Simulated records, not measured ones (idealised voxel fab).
The following is a process module called voxel self aligned vias.
Shown is cross-section cut, with a width of 160 nm and square cells of size 5 nm.
A cross-section is written here as square cells arranged in a grid, and it is given in bands from the top down, each band taking up one or more rows of cells.
The entry gives the band's vertical extent as a top height and a bottom height in nm, then its horizontal make-up as materials from left to right, each with a width in nm. "empty" stands for empty space; a single material marked "edge to edge" fills the band edge to edge.
A quick word on heights: they are counted from 0, and under that level the wafer as it came to us is one material throughout. The lowest band is different from the rest in having no bottom; it simply continues downward, written as in "from 0 down".
The expression "30->40" gives the width at the extremes of the band, the first number at its top row of cells and the second at its bottom row, with the width changing by equal amounts from each row to the next in between.
Step note "nothing got changed" = no cross-section cell changed.
So "Catalogued sealed voids" is basically the list of trapped voids: any empty space of 8 cells or more that can't reach the top through an opening. They're written width x height at distance, the distance being from the left edge, and it's all nm.
Formally, on a step line, whatever follows the settings is a remark that the simulator itself makes on the step.
Regarding "overlay nm": on a step with a mask, it is the distance the mask lay to the right of its planned place; a negative value places it to the left.

Below is the list of planned process steps
- 1: RECEIVE with material Si
- 2: CONFORMAL_DEP with material SiO2, thk nm 10
- 3: CONFORMAL_DEP with material SiCN, thk nm 5
- 4: DIRECTIONAL_DEP with material lowk, thk nm 25
- 5: DIRECTIONAL_DEP with material aC, thk nm 15
- 6: PATTERN with tone open, mask id LINES, material resist, width nm 25, pitch nm 55, thk nm 30, overlay nm 0
- 7: DIRECTIONAL_ETCH with etch materials aC, depth nm 15
- 8: STRIP with etch materials resist
- 9: DIRECTIONAL_ETCH with etch materials lowk, depth nm 25
- 10: STRIP with etch materials aC
- 11: CONFORMAL_DEP with material TiN, thk nm 5
- 12: FILL_DEP with material Ru, thk nm 5
- 13: CMP with height nm 40
- 14: SELECTIVE_ETCH with etch materials W Ru TiN, depth nm 5
- 15: FILL_DEP with material SiN, thk nm 10
- 16: CMP with height nm 40
- 17: DIRECTIONAL_DEP with material lowk, thk nm 15
- 18: PATTERN with tone open, mask id VIAS, material resist, width nm 35, pitch nm 55, thk nm 15, overlay nm 0
- 19: DIRECTIONAL_ETCH with etch materials lowk, depth nm 15
- 20: DIRECTIONAL_ETCH with etch materials SiN, depth nm 5
- 21: STRIP with etch materials resist
- 22: CONFORMAL_DEP with material TiN, thk nm 5
- 23: FILL_DEP with material W, thk nm 10
- 24: CMP with height nm 55
- 25: CONFORMAL_DEP with material SiN, thk nm 5

The first of a set of two wafers, run to plan

As received, after step 1
- from 0 down | Si edge to edge
- Catalogued sealed voids: none

Wafer xsec, post step 2
- from 10 to 0 | SiO2 edge to edge
- Heights below 0 show no change.

Wafer xsec, post step 3
- from 15 to 10 | SiCN edge to edge
- Heights below 10 show no change.

Wafer xsec, post step 4
- from 40 to 15 | lowk edge to edge
- Heights below 15 show no change.

Wafer xsec, post step 5
- from 55 to 40 | aC edge to edge
- Heights below 40 show no change.

Wafer xsec, post step 6
- from 85 to 55 | resist 40 | empty 25 | resist 30 | empty 25 | resist 40
- Heights below 55 show no change.

Wafer xsec, post step 7
- from 70 to 55 | resist 40 | empty 25 | resist 30 | empty 25 | resist 40
- from 55 to 40 | aC 40 | empty 25 | aC 30 | empty 25 | aC 40
- Heights below 40 show no change.

Wafer xsec, post step 8
- from 55 to 40 | aC 40 | empty 25 | aC 30 | empty 25 | aC 40
- Heights below 40 show no change.

Wafer xsec, post step 9
- from 55 to 40 | aC 40 | empty 25 | aC 30 | empty 25 | aC 40
- from 40 to 15 | lowk 40 | empty 25 | lowk 30 | empty 25 | lowk 40
- Heights below 15 show no change.

Wafer xsec, post step 10
- from 40 to 15 | lowk 40 | empty 25 | lowk 30 | empty 25 | lowk 40
- Heights below 15 show no change.

Wafer xsec, post step 11
- from 45 to 40 | TiN 45 | empty 15 | TiN 40 | empty 15 | TiN 45
- from 40 to 20 | lowk 40 | TiN 5 | empty 15 | TiN 5 | lowk 30 | TiN 5 | empty 15 | TiN 5 | lowk 40
- from 20 to 15 | lowk 40 | TiN 25 | lowk 30 | TiN 25 | lowk 40
- Heights below 15 show no change.

Wafer xsec, post step 12
- from 50 to 45 | Ru edge to edge
- from 45 to 40 | TiN 45 | Ru 15 | TiN 40 | Ru 15 | TiN 45
- from 40 to 20 | lowk 40 | TiN 5 | Ru 15 | TiN 5 | lowk 30 | TiN 5 | Ru 15 | TiN 5 | lowk 40
- Heights below 20 show no change.

Wafer xsec, post step 13
- from 40 to 20 | lowk 40 | TiN 5 | Ru 15 | TiN 5 | lowk 30 | TiN 5 | Ru 15 | TiN 5 | lowk 40
- Heights below 20 show no change.

Wafer xsec, post step 14
- from 40 to 35 | lowk 40 | empty 25 | lowk 30 | empty 25 | lowk 40
- Heights below 35 show no change.

Wafer xsec, post step 15
- from 50 to 40 | SiN edge to edge
- from 40 to 35 | lowk 40 | SiN 25 | lowk 30 | SiN 25 | lowk 40
- Heights below 35 show no change.

Wafer xsec, post step 16
- from 40 to 35 | lowk 40 | SiN 25 | lowk 30 | SiN 25 | lowk 40
- Heights below 35 show no change.

Wafer xsec, post step 17
- from 55 to 40 | lowk edge to edge
- Heights below 40 show no change.

Wafer xsec, post step 18
- from 70 to 55 | resist 35 | empty 35 | resist 20 | empty 35 | resist 35
- Heights below 55 show no change.

Wafer xsec, post step 19
- from 70 to 55 | resist 35 | empty 35 | resist 20 | empty 35 | resist 35
- from 55 to 40 | lowk 35 | empty 35 | lowk 20 | empty 35 | lowk 35
- Heights below 40 show no change.

Wafer xsec, post step 20
- from 70 to 55 | resist 35 | empty 35 | resist 20 | empty 35 | resist 35
- from 55 to 40 | lowk 35 | empty 35 | lowk 20 | empty 35 | lowk 35
- from 40 to 35 | lowk 40 | empty 25 | lowk 30 | empty 25 | lowk 40
- Heights below 35 show no change.

Wafer xsec, post step 21
- from 55 to 40 | lowk 35 | empty 35 | lowk 20 | empty 35 | lowk 35
- Heights below 40 show no change.

Wafer xsec, post step 22
- from 60 to 55 | TiN 40 | empty 25 | TiN 30 | empty 25 | TiN 40
- from 55 to 45 | lowk 35 | TiN 5 | empty 25 | TiN 5 | lowk 20 | TiN 5 | empty 25 | TiN 5 | lowk 35
- from 45 to 40 | lowk 35 | TiN 10 | empty 15 | TiN 10 | lowk 20 | TiN 10 | empty 15 | TiN 10 | lowk 35
- from 40 to 35 | lowk 40 | TiN 25 | lowk 30 | TiN 25 | lowk 40
- Heights below 35 show no change.

Wafer xsec, post step 23
- from 70 to 60 | W edge to edge
- from 60 to 55 | TiN 40 | W 25 | TiN 30 | W 25 | TiN 40
- from 55 to 45 | lowk 35 | TiN 5 | W 25 | TiN 5 | lowk 20 | TiN 5 | W 25 | TiN 5 | lowk 35
- from 45 to 40 | lowk 35 | TiN 10 | W 15 | TiN 10 | lowk 20 | TiN 10 | W 15 | TiN 10 | lowk 35
- Heights below 40 show no change.

Wafer xsec, post step 24
- from 55 to 45 | lowk 35 | TiN 5 | W 25 | TiN 5 | lowk 20 | TiN 5 | W 25 | TiN 5 | lowk 35
- Heights below 45 show no change.

Wafer xsec, post step 25
- from 60 to 55 | SiN edge to edge
- Heights below 55 show no change.

Wafer two. Identical start, identical plan. One mistake in execution. Identical history through step 2

Second wafer, sectioned view, at step 3's planned end time
- from 35 to 10 | lowk edge to edge
- Heights below 10 show no change.

Second wafer, sectioned view, at step 4's planned end time
- from 40 to 35 | SiCN edge to edge
- Heights below 35 show no change.

Second wafer, sectioned view, at step 5's planned end time
- from 55 to 40 | aC edge to edge
- Heights below 40 show no change.

Second wafer, sectioned view, at step 6's planned end time
- from 85 to 55 | resist 40 | empty 25 | resist 30 | empty 25 | resist 40
- Heights below 55 show no change.

Second wafer, sectioned view, at step 7's planned end time
- from 70 to 55 | resist 40 | empty 25 | resist 30 | empty 25 | resist 40
- from 55 to 40 | aC 40 | empty 25 | aC 30 | empty 25 | aC 40
- Heights below 40 show no change.

Second wafer, sectioned view, at step 8's planned end time
- from 55 to 40 | aC 40 | empty 25 | aC 30 | empty 25 | aC 40
- Heights below 40 show no change.

Second wafer, sectioned view, at step 9's planned end time: nothing got changed

Second wafer, sectioned view, at step 10's planned end time
- from 40 to 35 | SiCN edge to edge
- Heights below 35 show no change.

Second wafer, sectioned view, at step 11's planned end time
- from 45 to 40 | TiN edge to edge
- Heights below 40 show no change.

Second wafer, sectioned view, at step 12's planned end time
- from 50 to 45 | Ru edge to edge
- Heights below 45 show no change.

Second wafer, sectioned view, at step 13's planned end time
- from 40 to 35 | SiCN edge to edge
- Heights below 35 show no change.

Second wafer, sectioned view, at step 14's planned end time: nothing got changed

Second wafer, sectioned view, at step 15's planned end time
- from 50 to 40 | SiN edge to edge
- Heights below 40 show no change.

Second wafer, sectioned view, at step 16's planned end time
- from 40 to 35 | SiCN edge to edge
- Heights below 35 show no change.

Second wafer, sectioned view, at step 17's planned end time
- from 55 to 40 | lowk edge to edge
- Heights below 40 show no change.

Second wafer, sectioned view, at step 18's planned end time
- from 70 to 55 | resist 35 | empty 35 | resist 20 | empty 35 | resist 35
- Heights below 55 show no change.

Second wafer, sectioned view, at step 19's planned end time
- from 70 to 55 | resist 35 | empty 35 | resist 20 | empty 35 | resist 35
- from 55 to 40 | lowk 35 | empty 35 | lowk 20 | empty 35 | lowk 35
- Heights below 40 show no change.

Second wafer, sectioned view, at step 20's planned end time: nothing got changed

Second wafer, sectioned view, at step 21's planned end time
- from 55 to 40 | lowk 35 | empty 35 | lowk 20 | empty 35 | lowk 35
- Heights below 40 show no change.

Second wafer, sectioned view, at step 22's planned end time
- from 60 to 55 | TiN 40 | empty 25 | TiN 30 | empty 25 | TiN 40
- from 55 to 45 | lowk 35 | TiN 5 | empty 25 | TiN 5 | lowk 20 | TiN 5 | empty 25 | TiN 5 | lowk 35
- from 45 to 40 | lowk 35 | TiN 35 | lowk 20 | TiN 35 | lowk 35
- Heights below 40 show no change.

Second wafer, sectioned view, at step 23's planned end time
- from 70 to 60 | W edge to edge
- from 60 to 55 | TiN 40 | W 25 | TiN 30 | W 25 | TiN 40
- from 55 to 45 | lowk 35 | TiN 5 | W 25 | TiN 5 | lowk 20 | TiN 5 | W 25 | TiN 5 | lowk 35
- Heights below 45 show no change.

Second wafer, sectioned view, at step 24's planned end time
- from 55 to 45 | lowk 35 | TiN 5 | W 25 | TiN 5 | lowk 20 | TiN 5 | W 25 | TiN 5 | lowk 35
- Heights below 45 show no change.

Second wafer, sectioned view, at step 25's planned end time
- from 60 to 55 | SiN edge to edge
- Heights below 55 show no change.
Deviation from plan: a sequencing error occurred in which plan steps 3 and 4 were transposed
Cell-count delta at end, second wafer over first, by material: 18 fewer of Ru | 26 fewer of TiN | 6 fewer of W | 50 more of lowk
